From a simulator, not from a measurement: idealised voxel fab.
Process module in this document: voxel local oxidation
Displayed cross-section: cut, width of 255 nm, square cells sized 5 nm.
Bands, listed from the top down, are how a cross-section gets written in this document; the cross-section itself is a grid of square cells, and a band is one or more rows of them. Top height, bottom height, nm. Materials left to right, width each, nm. Single material + "throughout" = fills band edge to edge. "air" = empty. Convention: height 0 is the level below which the wafer, as received, is all one material. The lowest band does not terminate at the bottom but continues downward, represented as "0 -> down". So if you see something like "30..40" for the width, read it as the top row of the band sitting at the first number and the bottom row at the second, with every row in between moving by the same amount as the last. "remained the same" -> step changed no cross-section cell. Listed in "Closed cavity list": every empty space of 8 or more cells without an open way to the top. Form: width x height at distance, the distance being from the left edge, all in nm. Past the settings on a step's line: simulator remark, on that step. overlay nm: right-of-plan distance of the mask on a masked step; negative values mean left-of-plan.
LIST OF PLANNED PROCESS STEPS
step 1: RECEIVE, material Si
step 2: CONFORMAL_DEP, material SiO2, thk nm 5
step 3: CONFORMAL_DEP, material SiN, thk nm 15
step 4: DIRECTIONAL_DEP, material aC, thk nm 15
step 5: PATTERN, tone cover, mask id ACTIVE, material resist, width nm 130, thk nm 35, overlay nm 0
step 6: DIRECTIONAL_ETCH, etch materials aC, depth nm 15
step 7: STRIP, etch materials resist
step 8: DIRECTIONAL_ETCH, etch materials SiN, depth nm 15
step 9: STRIP, etch materials aC
step 10: SELECTIVE_ETCH, etch materials SiO2, depth nm 5
step 11: OXIDIZE, depth nm 15
step 12: STRIP, etch materials SiN
SO THIS IS THE INCOMING WAFER IN CROSS-SECTION - IT'S ALREADY BEEN THROUGH STEP 1
> 0 -> down = Si throughout
> Closed cavity list: none
FIRST WAFER AT THE END, AS PLANNED
> 5 -> 0 = air 65 nm, SiO2 120 nm, air 70 nm
> 0 -> -15 = SiO2 80 nm, Si 90 nm, SiO2 85 nm
> -15 -> down = Si throughout
> Closed cavity list: none
END OF MODULE, SECOND WAFER, CROSS-SECTION. STARTED LIKE THE FIRST, PLANNED LIKE THE FIRST, RUN WITH ONE MISTAKE
> 30 -> 20 = SiO2 throughout
> 20 -> 5 = SiN throughout
> 5 -> 0 = SiO2 throughout
> 0 -> down = Si throughout
> Closed cavity list: none
So what did we get wrong on this run? step 4: run off-plan, actual operation and settings DIRECTIONAL_DEP, material SiO2, thk nm 15
Final comparison by cell count, materials where the second wafer has more or fewer than the first: +99 Si; +153 SiN; +30 SiO2
